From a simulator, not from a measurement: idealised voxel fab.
Title: Process Module voxel self aligned contacts
Cross-sectional view cut (width: 260 nm; square cell size: 5 nm).
This document writes a cross-section as a grid whose cells are square, and gives it as bands, listed from the top down; one or more rows of cells form a band.
Quick guide to a band line: top height, bottom height (nm) up front; then every material left to right with its width in nm. Only one material and it's marked "everywhere"? Then it fills the band edge to edge. And "empty" just means empty space.
Height reference: 0 = level under which incoming wafer is all one material. Lowest band: no bottom, runs on downward, e.g. "z 0 and below".
Width "30..40": first value at the band's top row of cells, second value at its bottom row, equal change from row to row.
Where the words "no modifications" appear for a step, the cross-section shows no cell changed by that step; every cell remained as before.
Each empty space that has no open way to the top and spans at least 8 cells appears under "Voids, enclosed" as width x height at distance, the distance counted from the left edge, all in nm.
Formally, on a step line, whatever follows the settings is a remark that the simulator itself makes on the step.
"overlay nm", when on a step's line for a step with a mask, measures how far to the right of its planned place the mask lay; a negative measure means to the left.
**Steps in the process plan**
- 1: RECEIVE [material Si]
- 2: OXIDIZE [depth nm 5]
- 3: DIRECTIONAL_DEP [material polySi] [thk nm 30]
- 4: DIRECTIONAL_DEP [material SiN] [thk nm 15]
- 5: DIRECTIONAL_DEP [material aC] [thk nm 10]
- 6: PATTERN [tone cover] [mask id GATE] [material resist] [width nm 30] [pitch nm 55] [thk nm 30] [overlay nm 0]
- 7: DIRECTIONAL_ETCH [etch materials aC] [depth nm 10]
- 8: STRIP [etch materials resist]
- 9: DIRECTIONAL_ETCH [etch materials SiN] [depth nm 15]
- 10: DIRECTIONAL_ETCH [etch materials polySi] [depth nm 30]
- 11: STRIP [etch materials aC]
- 12: CONFORMAL_DEP [material SiN] [thk nm 5]
- 13: DIRECTIONAL_ETCH [etch materials SiN] [depth nm 5]
- 14: FILL_DEP [material SiO2] [thk nm 15]
- 15: CMP [height nm 50]
- 16: MASKED_ETCH [tone open] [mask id CONTACT] [width nm 35] [etch materials SiO2] [depth nm 55] [overlay nm 0]
- 17: CONFORMAL_DEP [material TiN] [thk nm 5]
- 18: FILL_DEP [material Ru] [thk nm 5]
- 19: CMP [height nm 50]
- 20: CONFORMAL_DEP [material SiN] [thk nm 5]
**Shown in cross-section is the wafer as received, that is, as it stands after step 1**
    z 0 and below: Si everywhere
    Voids, enclosed: none
**End-of-module cross-section of the first of two wafers, processed as planned**
    z 55 to 50: SiN everywhere
    z 50 to 45: SiO2 110  TiN 15  Ru 5  TiN 15  SiO2 115
    z 45 to 30: SiO2 80  SiN 40  TiN 5  Ru 5  TiN 5  SiN 40  SiO2 85
    z 30 to 0: SiO2 80  SiN 5  polySi 30  SiN 5  TiN 5  Ru 5  TiN 5  SiN 5  polySi 30  SiN 5  SiO2 85
    z 0 to -5: SiO2 120  TiN 15  SiO2 125
    z -5 and below: Si everywhere
    Voids, enclosed: none
**Second wafer of the two, sectioned at the end of the module. It began like the first and followed the same plan, but one mistake was made while running it**
    z 55 to 50: SiN everywhere
    z 50 to 45: Ru everywhere
    z 45 to 40: TiN 125  Ru 5  TiN 130
    z 40 to 30: SiO2 80  SiN 40  TiN 5  Ru 5  TiN 5  SiN 40  SiO2 85
    z 30 to 0: SiO2 80  SiN 5  polySi 30  SiN 5  TiN 5  Ru 5  TiN 5  SiN 5  polySi 30  SiN 5  SiO2 85
    z 0 to -5: SiO2 120  TiN 15  SiO2 125
    z -5 and below: Si everywhere
    Voids, enclosed: none
Want to know what went wrong? rather than as planned, step 15 actually ran as CMP [height nm 40]
Cell-count delta at end, second wafer over first, by material: Ru: 51 more, SiN: 16 fewer, SiO2: 78 fewer, TiN: 43 more
